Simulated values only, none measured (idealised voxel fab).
The document below concerns the process module designated voxel air gaps.
Xsec cut, 285 nm wide, square cell size 5 nm.
If you're reading a cross-section in this doc, picture square cells in a grid; it comes to you as bands, top ones listed first down to the bottom, and a band can be one or more rows of cells. Each band's line starts with the height of the band's top and of its bottom, in nm. Then come its materials from left to right, each with its width in nm. One material with "everywhere" fills the band from edge to edge. "empty" is empty space. Heights are reckoned from 0. Under this level, the received wafer is all of one material. The bottommost band is open-ended downward, for example "0..down". Width "30..40": first value at the band's top row of cells, second value at its bottom row, equal change from row to row. For the purposes of this document, the phrase "no alteration" attached to a step denotes that no cell within the cross-section was modified by that step. The list in "Closed empty spaces" covers empty spaces of 8 cells or more that cannot reach the top through any open way, and it gives each as width x height at distance; the distance is from the left edge, and width, height and distance are in nm. On a step's line, text after the settings is the simulator commenting on that step. Among the settings permitted on a step's line is "overlay nm"; applied to a step with a mask, it specifies the extent to which the mask lay to the right of its planned position, whereas a negative figure signifies a position to the left.
-- Process steps foreseen in the plan
1) RECEIVE [material Si]
2) CONFORMAL_DEP [material SiO2] [thk nm 15]
3) CONFORMAL_DEP [material SiN] [thk nm 5]
4) DIRECTIONAL_DEP [material lowk] [thk nm 30]
5) MASKED_ETCH [tone open] [mask id LINES] [width nm 20] [pitch nm 50] [etch materials lowk] [depth nm 30] [overlay nm 0]
6) CONFORMAL_DEP [material TiN] [thk nm 5]
7) FILL_DEP [material Cu] [thk nm 10]
8) CMP [height nm 50]
9) EPI [material Ru] [thk nm 10]
10) SELECTIVE_ETCH [etch materials lowk] [depth nm 40]
11) CONFORMAL_DEP [material SiCN] [thk nm 5]
-- as received, after step 1
- 0..down | Si everywhere
- Closed empty spaces: none
-- Post-module cross-section of the first of two wafers (run per plan)
- 65..60 | empty: 40, SiCN: 200, empty: 45
- 60..50 | empty: 40, SiCN: 5, Ru: 40, SiCN: 10, Ru: 40, SiCN: 10, Ru: 40, SiCN: 10, Ru: 40, SiCN: 5, empty: 45
- 50..45 | empty: 40, SiCN: 15, TiN: 5, Cu: 10, TiN: 5, SiCN: 30, TiN: 5, Cu: 10, TiN: 5, SiCN: 30, TiN: 5, Cu: 10, TiN: 5, SiCN: 30, TiN: 5, Cu: 10, TiN: 5, SiCN: 15, empty: 45
- 45..25 | empty: 50, SiCN: 5, TiN: 5, Cu: 10, TiN: 5, SiCN: 5, empty: 20, SiCN: 5, TiN: 5, Cu: 10, TiN: 5, SiCN: 5, empty: 20, SiCN: 5, TiN: 5, Cu: 10, TiN: 5, SiCN: 5, empty: 20, SiCN: 5, TiN: 5, Cu: 10, TiN: 5, SiCN: 5, empty: 55
- 25..20 | SiCN: 55, TiN: 20, SiCN: 30, TiN: 20, SiCN: 30, TiN: 20, SiCN: 30, TiN: 20, SiCN: 60
- 20..15 | SiN everywhere
- 15..0 | SiO2 everywhere
- 0..down | Si everywhere
- Closed empty spaces: 20 x 20 at 80; 20 x 20 at 130; 20 x 20 at 180
-- End-of-module cross-section of the second wafer: identical starting point and process plan to the first, with one processing mistake
- 80..75 | SiCN everywhere
- 75..65 | Ru everywhere
- 65..55 | Cu everywhere
- 55..50 | TiN: 60, Cu: 10, TiN: 40, Cu: 10, TiN: 40, Cu: 10, TiN: 40, Cu: 10, TiN: 65
- 50..25 | lowk: 55, TiN: 5, Cu: 10, TiN: 5, lowk: 30, TiN: 5, Cu: 10, TiN: 5, lowk: 30, TiN: 5, Cu: 10, TiN: 5, lowk: 30, TiN: 5, Cu: 10, TiN: 5, lowk: 60
- 25..20 | lowk: 55, TiN: 20, lowk: 30, TiN: 20, lowk: 30, TiN: 20, lowk: 30, TiN: 20, lowk: 60
- 20..15 | SiN everywhere
- 15..0 | SiO2 everywhere
- 0..down | Si everywhere
- Closed empty spaces: none
The plan and the run diverged here: execution of step 8 of the plan did not take place, the step having been omitted
Final comparison by cell count, materials where the second wafer has more or fewer than the first: Cu +122 | Ru +50 | SiCN -96 | TiN +49 | lowk +246
So at the end we're looking at 3 closed voids on the first wafer and 0 on the second.
